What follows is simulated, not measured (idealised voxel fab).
process module | voxel gate over fins
cross-section cut | 185 nm wide | cells 5 nm
A cross-section is a grid of square cells, given in bands from the top down. A band is one or more rows of cells.
Each band's line starts with the height of the band's top and of its bottom, in nm. Then come its materials from left to right, each with its width in nm. One material with "throughout" fills the band from edge to edge. "air" is empty space.
Height 0 is the level under which the wafer as received is all one material. The lowest band goes on downwards, as in "0 down".
A width such as "30 to 40" changes by the same amount from each row of cells to the next, from the band's top row to its bottom row.
"no change" after a step means that no cell of the cross-section changed.
closed voids: empty space of 8 cells or more with no open way to the top, each as width x height at its distance from the left edge, in nm
after a step's settings: what the simulator itself notes on the step
overlay nm, on a step with a mask: how far to the right of its planned place the mask lay; to the left if negative
plan
1 op RECEIVE | material Si
2 op CONFORMAL_DEP | material SiN | thk nm 10
3 op PATTERN | tone cover | mask id FINS | material resist | width nm 15 | pitch nm 45 | thk nm 20 | overlay nm 0
4 op DIRECTIONAL_ETCH | etch materials SiN | depth nm 10
5 op DIRECTIONAL_ETCH | etch materials Si | depth nm 35
6 op STRIP | etch materials resist
7 op FILL_DEP | material SiO2 | thk nm 5
8 op CMP | height nm 10
9 op SELECTIVE_ETCH | etch materials SiO2 | depth nm 20
10 op STRIP | etch materials SiN
11 op CONFORMAL_DEP | material HfO2 | thk nm 5
12 op CONFORMAL_DEP | material TiN | thk nm 5
13 op CONFORMAL_DEP | material TiAl | thk nm 5
14 op CONFORMAL_DEP | material TiN | thk nm 5
15 op FILL_DEP | material W | thk nm 15
16 op CMP | height nm 30
17 op CONFORMAL_DEP | material SiN | thk nm 5
as received, after step 1
  0 down: Si throughout
  closed voids: none
first wafer at the end, as planned
  35 to 30: SiN throughout
  30 to 20: W throughout
  20 to 15: W 40 | TiN 100 | W 45
  15 to 10: W 40 | TiN 5 | TiAl 90 | TiN 5 | W 45
  10 to 5: TiN 45 | TiAl 5 | TiN 35 | TiAl 10 | TiN 35 | TiAl 5 | TiN 50
  5 to 0: TiAl 50 | TiN 5 | HfO2 25 | TiN 5 | TiAl 10 | TiN 5 | HfO2 25 | TiN 5 | TiAl 55
  0 to -5: TiN 55 | HfO2 5 | Si 15 | HfO2 5 | TiN 20 | HfO2 5 | Si 15 | HfO2 5 | TiN 60
  -5 to -10: HfO2 60 | Si 15 | HfO2 30 | Si 15 | HfO2 65
  -10 to -35: SiO2 60 | Si 15 | SiO2 30 | Si 15 | SiO2 65
  -35 down: Si throughout
  closed voids: none
second wafer at the end: like start, like plan, one mistake
  35 to 30: SiN throughout
  30 to 20: W throughout
  20 to 10: W 40 | TiAl 100 | W 45
  10 to 5: TiAl 50 | TiN 35 | TiAl 10 | TiN 35 | TiAl 55
  5 to 0: TiAl 50 | TiN 5 | HfO2 25 | TiN 5 | TiAl 10 | TiN 5 | HfO2 25 | TiN 5 | TiAl 55
  0 to -5: TiN 55 | HfO2 5 | Si 15 | HfO2 5 | TiN 20 | HfO2 5 | Si 15 | HfO2 5 | TiN 60
  -5 to -10: HfO2 60 | Si 15 | HfO2 30 | Si 15 | HfO2 65
  -10 to -35: SiO2 60 | Si 15 | SiO2 30 | Si 15 | SiO2 65
  -35 down: Si throughout
  closed voids: none
what went wrong: step 14 ran as: op CONFORMAL_DEP | material TiAl | thk nm 5
at the end the second wafer has, in cells: 41 more of TiAl | 41 fewer of TiN
